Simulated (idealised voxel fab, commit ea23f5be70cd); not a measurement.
process module | voxel ribs on slabs
cross-section cut | 270 nm wide | cells 5 nm
A cross-section is a grid of square cells, given in bands from the top down. A band is one or more rows of cells.
Each band's line starts with the height of the band's top and of its bottom, in nm. Then come its materials from left to right, each with its width in nm. One material with "throughout" fills the band from edge to edge. "air" is empty space.
Height 0 is the level under which the wafer as received is all one material. The lowest band goes on downwards, as in "0 down".
A width such as "30 to 40" changes by the same amount from each row of cells to the next, from the band's top row to its bottom row.
"no change" after a step means that no cell of the cross-section changed.
closed voids: empty space of 8 cells or more with no open way to the top, each as width x height at its distance from the left edge, in nm
after a step's settings: what the simulator itself notes on the step
overlay nm, on a step with a mask: how far to the right of its planned place the mask lay; to the left if negative
plan
1 op RECEIVE | material Si
2 op DIRECTIONAL_DEP | material SiO2 | thk nm 30
3 op DIRECTIONAL_DEP | material SiN | thk nm 20
4 op DIRECTIONAL_DEP | material aC | thk nm 10
5 op PATTERN | tone cover | mask id RIB | material resist | width nm 15 | thk nm 30 | overlay nm 0
6 op DIRECTIONAL_ETCH | etch materials aC | depth nm 10
7 op STRIP | etch materials resist
8 op DIRECTIONAL_ETCH | etch materials SiN | depth nm 15
9 op STRIP | etch materials aC
10 op MASKED_ETCH | tone cover | mask id SLAB | width nm 75 | etch materials SiN | depth nm 5 | overlay nm 0
11 op FILL_DEP | material SiO2 | thk nm 25
12 op CMP | height nm 70
13 op DIRECTIONAL_DEP | material W | thk nm 5
14 op MASKED_ETCH | tone cover | mask id HEATER | width nm 25 | etch materials W | depth nm 5 | overlay nm 0
15 op CONFORMAL_DEP | material SiO2 | thk nm 5
as received, after step 1
  0 down: Si throughout
  closed voids: none
a wafer at the end: this start, this plan, one mistake
  75 to 70: air 120 | W 25 | air 125
  70 to 50: SiO2 throughout
  50 to 35: SiO2 125 | SiN 15 | SiO2 130
  35 to 30: SiO2 95 | SiN 75 | SiO2 100
  30 to 0: SiO2 throughout
  0 down: Si throughout
  closed voids: none
what went wrong: step 15 was left out
